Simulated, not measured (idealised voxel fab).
process module | voxel tone inversion
cross-section cut | 245 nm wide | cells 5 nm
A cross-section is a grid of square cells, given in bands from the top down. A band is one or more rows of cells.
Each band's line starts with the height of the band's top and of its bottom, in nm. Then come its materials from left to right, each with its width in nm. One material with "throughout" fills the band from edge to edge. "air" is empty space.
Height 0 is the level under which the wafer as received is all one material. The lowest band goes on downwards, as in "0 down".
A width such as "30 to 40" changes by the same amount from each row of cells to the next, from the band's top row to its bottom row.
"no change" after a step means that no cell of the cross-section changed.
closed voids: empty space of 8 cells or more with no open way to the top, each as width x height at its distance from the left edge, in nm
after a step's settings: what the simulator itself notes on the step
overlay nm, on a step with a mask: how far to the right of its planned place the mask lay; to the left if negative
plan
1 op RECEIVE | material Si
2 op CONFORMAL_DEP | material SiN | thk nm 5
3 op DIRECTIONAL_DEP | material polySi | thk nm 15
4 op PATTERN | tone cover | mask id POSTS | material resist | width nm 20 | pitch nm 40 | thk nm 20 | overlay nm 0
5 op DIRECTIONAL_ETCH | etch materials polySi | depth nm 15
6 op STRIP | etch materials resist
7 op FILL_DEP | material SiO2 | thk nm 5
8 op CMP | height nm 20
9 op STRIP | etch materials polySi
as received, after step 1
  0 down: Si throughout
  closed voids: none
a wafer at the end: this start, this plan, one mistake
  20 to 5: SiO2 50 | air 25 | SiO2 15 | air 25 | SiO2 15 | air 25 | SiO2 15 | air 25 | SiO2 50
  5 to 0: SiN throughout
  0 down: Si throughout
  closed voids: none
what went wrong: step 4 ran as: op PATTERN | tone cover | mask id POSTS | material resist | width nm 25 | pitch nm 40 | thk nm 20 | overlay nm 0
